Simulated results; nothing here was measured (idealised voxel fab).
This section sets out a process module, namely voxel trench capacitor.
The cross-section on display is named cut; it measures 160 nm wide, and its cells are 5 nm squares.
Square cells in a grid make up a cross-section in this document, and the grid is given as bands, listed from the top down, each one or more rows of cells.
The entry gives the band's vertical extent as a top height and a bottom height in nm, then its horizontal make-up as materials from left to right, each with a width in nm. "empty" stands for empty space; a single material marked "everywhere" fills the band edge to edge.
We count height from 0. Below that, the starting wafer is all one material. The lowest band never ends at the bottom but goes on down; see "0 and below" for how that is written.
Note: "30 to 40" means the width goes from the first number (top row of the band) to the second number (bottom row) in equal steps per row of cells.
"no alterations made" for a step: no cell of the cross-section changed in that step.
Basically, "Closed internal cavities" tells you about the enclosed voids: empty spaces with no open way to the top, 8 cells or bigger, each written width x height at distance, where distance is from the left edge, all in nm.
after a step's settings: what the simulator itself notes on the step
overlay nm: on a step with a mask, how far right of its planned place the mask lay; negative means left.
**The steps planned for the process are as follows**
step 1: RECEIVE, material Si
step 2: CONFORMAL_DEP, material SiN, thk nm 5
step 3: DIRECTIONAL_DEP, material aC, thk nm 15
step 4: PATTERN, tone open, mask id TRENCH, material resist, width nm 20, pitch nm 40, thk nm 35, overlay nm 0
step 5: DIRECTIONAL_ETCH, etch materials aC, depth nm 15
step 6: STRIP, etch materials resist
step 7: DIRECTIONAL_ETCH, etch materials SiN, depth nm 5
step 8: DIRECTIONAL_ETCH, etch materials Si, depth nm 30
step 9: STRIP, etch materials aC
step 10: CONFORMAL_DEP, material SiO2, thk nm 5
step 11: FILL_DEP, material polySi, thk nm 10
step 12: CMP, height nm 5
**First wafer out of two, processed as planned**
**as received, after step 1**
> 0 and below: Si everywhere
> Closed internal cavities: none
**Upon completion of step 2, the wafer appears in cross-section as shown**
> 5 down to 0: SiN everywhere
> All layers under 0 are left as they were.
**Upon completion of step 3, the wafer appears in cross-section as shown**
> 20 down to 5: aC everywhere
> All layers under 5 are left as they were.
**Upon completion of step 4, the wafer appears in cross-section as shown**
> 55 down to 20: 30 of resist, then 20 of empty, then 20 of resist, then 20 of empty, then 20 of resist, then 20 of empty, then 30 of resist
> All layers under 20 are left as they were.
**Upon completion of step 5, the wafer appears in cross-section as shown**
> 40 down to 20: 30 of resist, then 20 of empty, then 20 of resist, then 20 of empty, then 20 of resist, then 20 of empty, then 30 of resist
> 20 down to 5: 30 of aC, then 20 of empty, then 20 of aC, then 20 of empty, then 20 of aC, then 20 of empty, then 30 of aC
> All layers under 5 are left as they were.
**Upon completion of step 6, the wafer appears in cross-section as shown**
> 20 down to 5: 30 of aC, then 20 of empty, then 20 of aC, then 20 of empty, then 20 of aC, then 20 of empty, then 30 of aC
> All layers under 5 are left as they were.
**Upon completion of step 7, the wafer appears in cross-section as shown**
> 20 down to 5: 30 of aC, then 20 of empty, then 20 of aC, then 20 of empty, then 20 of aC, then 20 of empty, then 30 of aC
> 5 down to 0: 30 of SiN, then 20 of empty, then 20 of SiN, then 20 of empty, then 20 of SiN, then 20 of empty, then 30 of SiN
> All layers under 0 are left as they were.
**Upon completion of step 8, the wafer appears in cross-section as shown**
> 20 down to 5: 30 of aC, then 20 of empty, then 20 of aC, then 20 of empty, then 20 of aC, then 20 of empty, then 30 of aC
> 5 down to 0: 30 of SiN, then 20 of empty, then 20 of SiN, then 20 of empty, then 20 of SiN, then 20 of empty, then 30 of SiN
> 0 down to -30: 30 of Si, then 20 of empty, then 20 of Si, then 20 of empty, then 20 of Si, then 20 of empty, then 30 of Si
> All layers under -30 are left as they were.
**Upon completion of step 9, the wafer appears in cross-section as shown**
> 5 down to 0: 30 of SiN, then 20 of empty, then 20 of SiN, then 20 of empty, then 20 of SiN, then 20 of empty, then 30 of SiN
> All layers under 0 are left as they were.
**Upon completion of step 10, the wafer appears in cross-section as shown**
> 10 down to 5: 35 of SiO2, then 10 of empty, then 30 of SiO2, then 10 of empty, then 30 of SiO2, then 10 of empty, then 35 of SiO2
> 5 down to 0: 30 of SiN, then 5 of SiO2, then 10 of empty, then 5 of SiO2, then 20 of SiN, then 5 of SiO2, then 10 of empty, then 5 of SiO2, then 20 of SiN, then 5 of SiO2, then 10 of empty, then 5 of SiO2, then 30 of SiN
> 0 down to -25: 30 of Si, then 5 of SiO2, then 10 of empty, then 5 of SiO2, then 20 of Si, then 5 of SiO2, then 10 of empty, then 5 of SiO2, then 20 of Si, then 5 of SiO2, then 10 of empty, then 5 of SiO2, then 30 of Si
> -25 down to -30: 30 of Si, then 20 of SiO2, then 20 of Si, then 20 of SiO2, then 20 of Si, then 20 of SiO2, then 30 of Si
> All layers under -30 are left as they were.
**Upon completion of step 11, the wafer appears in cross-section as shown**
> 20 down to 10: polySi everywhere
> 10 down to 5: 35 of SiO2, then 10 of polySi, then 30 of SiO2, then 10 of polySi, then 30 of SiO2, then 10 of polySi, then 35 of SiO2
> 5 down to 0: 30 of SiN, then 5 of SiO2, then 10 of polySi, then 5 of SiO2, then 20 of SiN, then 5 of SiO2, then 10 of polySi, then 5 of SiO2, then 20 of SiN, then 5 of SiO2, then 10 of polySi, then 5 of SiO2, then 30 of SiN
> 0 down to -25: 30 of Si, then 5 of SiO2, then 10 of polySi, then 5 of SiO2, then 20 of Si, then 5 of SiO2, then 10 of polySi, then 5 of SiO2, then 20 of Si, then 5 of SiO2, then 10 of polySi, then 5 of SiO2, then 30 of Si
> All layers under -25 are left as they were.
**Upon completion of step 12, the wafer appears in cross-section as shown**
> 5 down to 0: 30 of SiN, then 5 of SiO2, then 10 of polySi, then 5 of SiO2, then 20 of SiN, then 5 of SiO2, then 10 of polySi, then 5 of SiO2, then 20 of SiN, then 5 of SiO2, then 10 of polySi, then 5 of SiO2, then 30 of SiN
> All layers under 0 are left as they were.
**Second wafer, same starting conditions and recipe as the first, one mistake in executing it, nothing differs from the first up to and including step 3**
**Second wafer, section view, time point: scheduled end of step 4**
> 55 down to 20: 35 of resist, then 15 of empty, then 25 of resist, then 15 of empty, then 25 of resist, then 15 of empty, then 30 of resist
> All layers under 20 are left as they were.
**Second wafer, section view, time point: scheduled end of step 5**
> 40 down to 20: 35 of resist, then 15 of empty, then 25 of resist, then 15 of empty, then 25 of resist, then 15 of empty, then 30 of resist
> 20 down to 5: 35 of aC, then 15 of empty, then 25 of aC, then 15 of empty, then 25 of aC, then 15 of empty, then 30 of aC
> All layers under 5 are left as they were.
**Second wafer, section view, time point: scheduled end of step 6**
> 20 down to 5: 35 of aC, then 15 of empty, then 25 of aC, then 15 of empty, then 25 of aC, then 15 of empty, then 30 of aC
> All layers under 5 are left as they were.
**Second wafer, section view, time point: scheduled end of step 7**
> 20 down to 5: 35 of aC, then 15 of empty, then 25 of aC, then 15 of empty, then 25 of aC, then 15 of empty, then 30 of aC
> 5 down to 0: 35 of SiN, then 15 of empty, then 25 of SiN, then 15 of empty, then 25 of SiN, then 15 of empty, then 30 of SiN
> All layers under 0 are left as they were.
**Second wafer, section view, time point: scheduled end of step 8**
> 20 down to 5: 35 of aC, then 15 of empty, then 25 of aC, then 15 of empty, then 25 of aC, then 15 of empty, then 30 of aC
> 5 down to 0: 35 of SiN, then 15 of empty, then 25 of SiN, then 15 of empty, then 25 of SiN, then 15 of empty, then 30 of SiN
> 0 down to -30: 35 of Si, then 15 of empty, then 25 of Si, then 15 of empty, then 25 of Si, then 15 of empty, then 30 of Si
> All layers under -30 are left as they were.
**Second wafer, section view, time point: scheduled end of step 9**
> 5 down to 0: 35 of SiN, then 15 of empty, then 25 of SiN, then 15 of empty, then 25 of SiN, then 15 of empty, then 30 of SiN
> All layers under 0 are left as they were.
**Second wafer, section view, time point: scheduled end of step 10**
> 10 down to 5: 40 of SiO2, then 5 of empty, then 35 of SiO2, then 5 of empty, then 35 of SiO2, then 5 of empty, then 35 of SiO2
> 5 down to 0: 35 of SiN, then 5 of SiO2, then 5 of empty, then 5 of SiO2, then 25 of SiN, then 5 of SiO2, then 5 of empty, then 5 of SiO2, then 25 of SiN, then 5 of SiO2, then 5 of empty, then 5 of SiO2, then 30 of SiN
> 0 down to -25: 35 of Si, then 5 of SiO2, then 5 of empty, then 5 of SiO2, then 25 of Si, then 5 of SiO2, then 5 of empty, then 5 of SiO2, then 25 of Si, then 5 of SiO2, then 5 of empty, then 5 of SiO2, then 30 of Si
> -25 down to -30: 35 of Si, then 15 of SiO2, then 25 of Si, then 15 of SiO2, then 25 of Si, then 15 of SiO2, then 30 of Si
> All layers under -30 are left as they were.
**Second wafer, section view, time point: scheduled end of step 11**
> 20 down to 10: polySi everywhere
> 10 down to 5: 40 of SiO2, then 5 of polySi, then 35 of SiO2, then 5 of polySi, then 35 of SiO2, then 5 of polySi, then 35 of SiO2
> 5 down to 0: 35 of SiN, then 5 of SiO2, then 5 of polySi, then 5 of SiO2, then 25 of SiN, then 5 of SiO2, then 5 of polySi, then 5 of SiO2, then 25 of SiN, then 5 of SiO2, then 5 of polySi, then 5 of SiO2, then 30 of SiN
> 0 down to -25: 35 of Si, then 5 of SiO2, then 5 of polySi, then 5 of SiO2, then 25 of Si, then 5 of SiO2, then 5 of polySi, then 5 of SiO2, then 25 of Si, then 5 of SiO2, then 5 of polySi, then 5 of SiO2, then 30 of Si
> All layers under -25 are left as they were.
**Second wafer, section view, time point: scheduled end of step 12**
> 5 down to 0: 35 of SiN, then 5 of SiO2, then 5 of polySi, then 5 of SiO2, then 25 of SiN, then 5 of SiO2, then 5 of polySi, then 5 of SiO2, then 25 of SiN, then 5 of SiO2, then 5 of polySi, then 5 of SiO2, then 30 of SiN
> All layers under 0 are left as they were.
In executing the process, a mistake was made relative to the plan: step 4 off recipe, ran as PATTERN, tone open, mask id TRENCH, material resist, width nm 15, pitch nm 40, thk nm 35, overlay nm 0
End of process, cell counts, second wafer against first, materials with more or fewer: 18 more of Si, 3 more of SiN, 3 fewer of SiO2, 18 fewer of polySi
